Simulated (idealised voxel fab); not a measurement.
A process module follows: voxel fin reveal.
We display cut, a cross-section 245 nm in width whose square cells are each 5 nm.
Each cross-section below is a grid of square cells, stated as bands in top-down order, with one or more rows of cells making up each band. First you get the band's top height and its bottom height, in nm, and then the materials it's made of, left to right, with each width in nm. If you see a single material with "throughout", that one covers the band edge to edge. "blank" is empty space. Heights from 0 (as-received wafer is one material below). Bottom band endless downward, as "z 0 and below". When a width is written as two numbers, as in "30 to 40", the first number is the width in the top row of cells of the band and the second is the width in its bottom row, and the width changes by the same amount from each row to the next. The cross-section has no changed cell in any step marked "nothing got changed". Closed empty spaces (no open way to the top) of 8 cells or more are what "Encapsulated voids" lists, each as width x height at distance from the left edge, nm for all three. after a step's settings: what the simulator itself notes on the step. overlay nm: mask offset rightward from planned place, masked step; negative means leftward offset.
Process steps - plan:
1 RECEIVE with material Si
2 CONFORMAL_DEP with material SiN, thk nm 10
3 PATTERN with tone cover, mask id FINS, material resist, width nm 15, pitch nm 45, thk nm 15, overlay nm 0
4 DIRECTIONAL_ETCH with etch materials SiN, depth nm 10
5 DIRECTIONAL_ETCH with etch materials Si, depth nm 35
6 STRIP with etch materials resist
7 OXIDIZE with depth nm 5
8 FILL_DEP with material SiO2, thk nm 5
9 CMP with height nm 10
10 SELECTIVE_ETCH with etch materials SiO2, depth nm 25
11 STRIP with etch materials SiN
12 CONFORMAL_DEP with material SiO2, thk nm 5
The first of two wafers, run as planned:
Incoming wafer in cross-section (state: after step 1):
- z 0 and below | Si throughout
- Encapsulated voids: none
Presented here is a cross-section of the wafer after step 2 has been performed:
- z 10 to 0 | SiN throughout
- No changes below 0.
Presented here is a cross-section of the wafer after step 3 has been performed:
- z 25 to 10 | blank (45), resist (15), blank (30), resist (15), blank (30), resist (15), blank (30), resist (15), blank (50)
- No changes below 10.
Presented here is a cross-section of the wafer after step 4 has been performed:
- z 25 to 10 | blank (45), resist (15), blank (30), resist (15), blank (30), resist (15), blank (30), resist (15), blank (50)
- z 10 to 0 | blank (45), SiN (15), blank (30), SiN (15), blank (30), SiN (15), blank (30), SiN (15), blank (50)
- No changes below 0.
Presented here is a cross-section of the wafer after step 5 has been performed:
- z 25 to 10 | blank (45), resist (15), blank (30), resist (15), blank (30), resist (15), blank (30), resist (15), blank (50)
- z 10 to 0 | blank (45), SiN (15), blank (30), SiN (15), blank (30), SiN (15), blank (30), SiN (15), blank (50)
- z 0 to -35 | blank (45), Si (15), blank (30), Si (15), blank (30), Si (15), blank (30), Si (15), blank (50)
- No changes below -35.
Presented here is a cross-section of the wafer after step 6 has been performed:
- z 10 to 0 | blank (45), SiN (15), blank (30), SiN (15), blank (30), SiN (15), blank (30), SiN (15), blank (50)
- No changes below 0.
Presented here is a cross-section of the wafer after step 7 has been performed:
- z 10 to 0 | blank (45), SiN (15), blank (30), SiN (15), blank (30), SiN (15), blank (30), SiN (15), blank (50)
- z 0 to -35 | blank (45), SiO2 (5), Si (5), SiO2 (5), blank (30), SiO2 (5), Si (5), SiO2 (5), blank (30), SiO2 (5), Si (5), SiO2 (5), blank (30), SiO2 (5), Si (5), SiO2 (5), blank (50)
- z -35 to -40 | SiO2 (50), Si (5), SiO2 (40), Si (5), SiO2 (40), Si (5), SiO2 (40), Si (5), SiO2 (55)
- No changes below -40.
Presented here is a cross-section of the wafer after step 8 has been performed:
- z 15 to 10 | SiO2 throughout
- z 10 to 0 | SiO2 (45), SiN (15), SiO2 (30), SiN (15), SiO2 (30), SiN (15), SiO2 (30), SiN (15), SiO2 (50)
- z 0 to -40 | SiO2 (50), Si (5), SiO2 (40), Si (5), SiO2 (40), Si (5), SiO2 (40), Si (5), SiO2 (55)
- No changes below -40.
Presented here is a cross-section of the wafer after step 9 has been performed:
- z 10 to 0 | SiO2 (45), SiN (15), SiO2 (30), SiN (15), SiO2 (30), SiN (15), SiO2 (30), SiN (15), SiO2 (50)
- No changes below 0.
Presented here is a cross-section of the wafer after step 10 has been performed:
- z 10 to 0 | blank (45), SiN (15), blank (30), SiN (15), blank (30), SiN (15), blank (30), SiN (15), blank (50)
- z 0 to -15 | blank (50), Si (5), blank (40), Si (5), blank (40), Si (5), blank (40), Si (5), blank (55)
- No changes below -15.
Presented here is a cross-section of the wafer after step 11 has been performed:
- z 0 to -15 | blank (50), Si (5), blank (40), Si (5), blank (40), Si (5), blank (40), Si (5), blank (55)
- No changes below -15.
Presented here is a cross-section of the wafer after step 12 has been performed:
- z 5 to 0 | blank (45), SiO2 (15), blank (30), SiO2 (15), blank (30), SiO2 (15), blank (30), SiO2 (15), blank (50)
- z 0 to -10 | blank (45), SiO2 (5), Si (5), SiO2 (5), blank (30), SiO2 (5), Si (5), SiO2 (5), blank (30), SiO2 (5), Si (5), SiO2 (5), blank (30), SiO2 (5), Si (5), SiO2 (5), blank (50)
- z -10 to -40 | SiO2 (50), Si (5), SiO2 (40), Si (5), SiO2 (40), Si (5), SiO2 (40), Si (5), SiO2 (55)
- No changes below -40.
Second wafer: same start and same plan as the first, one execution error; identical to the first through step 9:
Second wafer, section view, time point: scheduled end of step 10:
- z 10 to 0 | SiO2 (45), blank (15), SiO2 (30), blank (15), SiO2 (30), blank (15), SiO2 (30), blank (15), SiO2 (50)
- No changes below 0.
Second wafer, section view, time point: scheduled end of step 11:
- z 0 to -15 | blank (50), Si (5), blank (40), Si (5), blank (40), Si (5), blank (40), Si (5), blank (55)
- z -15 to -25 | SiO2 (20), blank (30), Si (5), blank (40), Si (5), blank (40), Si (5), blank (40), Si (5), blank (30), SiO2 (25)
- No changes below -25.
Second wafer, section view, time point: scheduled end of step 12:
- z 5 to 0 | blank (45), SiO2 (15), blank (30), SiO2 (15), blank (30), SiO2 (15), blank (30), SiO2 (15), blank (50)
- z 0 to -10 | blank (45), SiO2 (5), Si (5), SiO2 (5), blank (30), SiO2 (5), Si (5), SiO2 (5), blank (30), SiO2 (5), Si (5), SiO2 (5), blank (30), SiO2 (5), Si (5), SiO2 (5), blank (50)
- z -10 to -20 | SiO2 (25), blank (20), SiO2 (5), Si (5), SiO2 (5), blank (30), SiO2 (5), Si (5), SiO2 (5), blank (30), SiO2 (5), Si (5), SiO2 (5), blank (30), SiO2 (5), Si (5), SiO2 (5), blank (20), SiO2 (30)
- z -20 to -40 | SiO2 (50), Si (5), SiO2 (40), Si (5), SiO2 (40), Si (5), SiO2 (40), Si (5), SiO2 (55)
- No changes below -40.
What broke from the plan during processing? deviation from plan: step 11 and step 10 executed in one another's positions
End of process, cell counts, second wafer against first, materials with more or fewer: SiO2 -52
